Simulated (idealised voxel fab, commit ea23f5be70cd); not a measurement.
Module name: voxel trench capacitor (process module)
For reference, the cross-section in this document is cut, with width 210 nm and square cells of 5 nm.
Cross-section = grid of square cells, listed top down in bands; band = one or more rows.
Band: top and bottom heights (nm) first, top before bottom; then materials from left to right, widths in nm. "full width" marks a sole material filling the band edge to edge. "blank" denotes empty space.
Height 0 is the level under which the wafer as received is all one material. The lowest band goes on downwards, as in "0..down".
Per-row width for "30->40": begins at first number (top row of band), ends at second number (bottom row), increment between rows held constant.
"no modifications" after a step means that no cell of the cross-section changed.
If an empty space has no open way to the top and is at least 8 cells in size, "Unvented voids" lists it, written width x height at distance, where distance is measured from the left edge and every value is in nm.
If you see something after the settings on a step's line, that's the simulator's own remark about that step.
overlay nm: step with mask; distance mask lay right of planned place; negative value = left of planned place.
### Below is the list of planned process steps
1. RECEIVE | material Si
2. CONFORMAL_DEP | material SiN | thk nm 10
3. PATTERN | tone open | mask id TRENCH | material resist | width nm 20 | pitch nm 35 | thk nm 15 | overlay nm 0
4. DIRECTIONAL_ETCH | etch materials SiN | depth nm 10
5. DIRECTIONAL_ETCH | etch materials Si | depth nm 25
6. STRIP | etch materials resist
7. CONFORMAL_DEP | material SiO2 | thk nm 5
8. FILL_DEP | material polySi | thk nm 5
9. CMP | height nm 10
### As-received wafer cross-section (after step 1)
> 0..down: Si full width
> Unvented voids: none
### a wafer at the end: this start, this plan, one mistake
> 10..5: SiO2 45  polySi 10  SiO2 25  polySi 10  SiO2 25  polySi 10  SiO2 25  polySi 10  SiO2 50
> 5..0: SiN 40  SiO2 5  polySi 10  SiO2 5  SiN 15  SiO2 5  polySi 10  SiO2 5  SiN 15  SiO2 5  polySi 10  SiO2 5  SiN 15  SiO2 5  polySi 10  SiO2 5  SiN 45
> 0..-20: Si 40  SiO2 5  polySi 10  SiO2 5  Si 15  SiO2 5  polySi 10  SiO2 5  Si 15  SiO2 5  polySi 10  SiO2 5  Si 15  SiO2 5  polySi 10  SiO2 5  Si 45
> -20..-25: Si 40  SiO2 20  Si 15  SiO2 20  Si 15  SiO2 20  Si 15  SiO2 20  Si 45
> -25..down: Si full width
> Unvented voids: none
In executing the process, a mistake was made relative to the plan: step 2 ran with different settings than intended, the actual operation and settings being CONFORMAL_DEP | material SiN | thk nm 5
